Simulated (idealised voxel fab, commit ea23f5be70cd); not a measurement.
Proc. module: voxel self aligned contacts
Section cut is 170 nm wide and gridded with 5 nm square cells.
When this document writes out a cross-section, it uses a grid of square cells and lists it as bands, beginning at the top and moving down, with a band standing for one or more rows of cells.
Heads up on the band format: heights come first, top then bottom, in nm. After that it's the materials left to right, each with its width in nm. A single material flagged "all across" fills the whole band edge to edge, and "air" means there's empty space there.
Basically, 0 is our baseline, since under it the wafer straight out of the box is all one material. The bottom band has no lower end and keeps on going down, so it looks like "0..down".
A width such as "30->40" changes by the same amount from each row of cells to the next, from the band's top row to its bottom row.
For the purposes of this document, the phrase "all unchanged" attached to a step denotes that no cell within the cross-section was modified by that step.
Any empty space of 8 cells or more lacking an open way to the top shows up in "Closed-off voids" as width x height at distance, distance from the left edge, in nm.
Heads up: the bit after the settings on a step's line is the simulator's remark on that step.
Each step line may optionally specify "overlay nm", which for a step with a mask gives the rightward distance between the mask's planned place and where it lay, a negative value indicating the leftward direction.

## Planned step list for the process
1 RECEIVE, material Si
2 OXIDIZE, depth nm 5
3 DIRECTIONAL_DEP, material polySi, thk nm 20
4 DIRECTIONAL_DEP, material SiN, thk nm 25
5 DIRECTIONAL_DEP, material aC, thk nm 15
6 PATTERN, tone cover, mask id GATE, material resist, width nm 35, pitch nm 70, thk nm 30, overlay nm 0
7 DIRECTIONAL_ETCH, etch materials aC, depth nm 15
8 STRIP, etch materials resist
9 DIRECTIONAL_ETCH, etch materials SiN, depth nm 25
10 DIRECTIONAL_ETCH, etch materials polySi, depth nm 20
11 STRIP, etch materials aC
12 CONFORMAL_DEP, material SiN, thk nm 10
13 DIRECTIONAL_ETCH, etch materials SiN, depth nm 10
14 FILL_DEP, material SiO2, thk nm 15
15 CMP, height nm 50
16 PATTERN, tone open, mask id CONTACT, material resist, width nm 55, thk nm 20, overlay nm 0
17 DIRECTIONAL_ETCH, etch materials SiO2, depth nm 55
18 STRIP, etch materials resist
19 CONFORMAL_DEP, material TiN, thk nm 5
20 FILL_DEP, material Ru, thk nm 5
21 CMP, height nm 50
22 CONFORMAL_DEP, material SiCN, thk nm 5

## Cross-section of the wafer at receipt, which is the condition after step 1
> 0..down | Si all across
> Closed-off voids: none

## Looking at the first of two wafers in cross-section at end of module - ran to plan
> 55..50 | SiCN all across
> 50..45 | SiO2 (55) / TiN (25) / Ru (5) / TiN (25) / SiO2 (60)
> 45..20 | SiO2 (20) / SiN (55) / TiN (5) / Ru (5) / TiN (5) / SiN (55) / SiO2 (25)
> 20..0 | SiO2 (20) / SiN (10) / polySi (35) / SiN (10) / TiN (5) / Ru (5) / TiN (5) / SiN (10) / polySi (35) / SiN (10) / SiO2 (25)
> 0..-5 | SiO2 (75) / TiN (15) / SiO2 (80)
> -5..down | Si all across
> Closed-off voids: none

## second wafer at the end: like start, like plan, one mistake
> 55..50 | SiCN all across
> 50..45 | SiO2 (60) / TiN (20) / Ru (5) / TiN (20) / SiO2 (65)
> 45..20 | SiO2 (20) / SiN (55) / TiN (5) / Ru (5) / TiN (5) / SiN (55) / SiO2 (25)
> 20..0 | SiO2 (20) / SiN (10) / polySi (35) / SiN (10) / TiN (5) / Ru (5) / TiN (5) / SiN (10) / polySi (35) / SiN (10) / SiO2 (25)
> 0..-5 | SiO2 (75) / TiN (15) / SiO2 (80)
> -5..down | Si all across
> Closed-off voids: none
In executing the process, a mistake was made relative to the plan: step 16: run off-plan, actual operation and settings PATTERN, tone open, mask id CONTACT, material resist, width nm 45, thk nm 20, overlay nm 0
At the finish, the second wafer shows more or fewer cells for some materials than the first does: SiO2: 2 more, TiN: 2 fewer
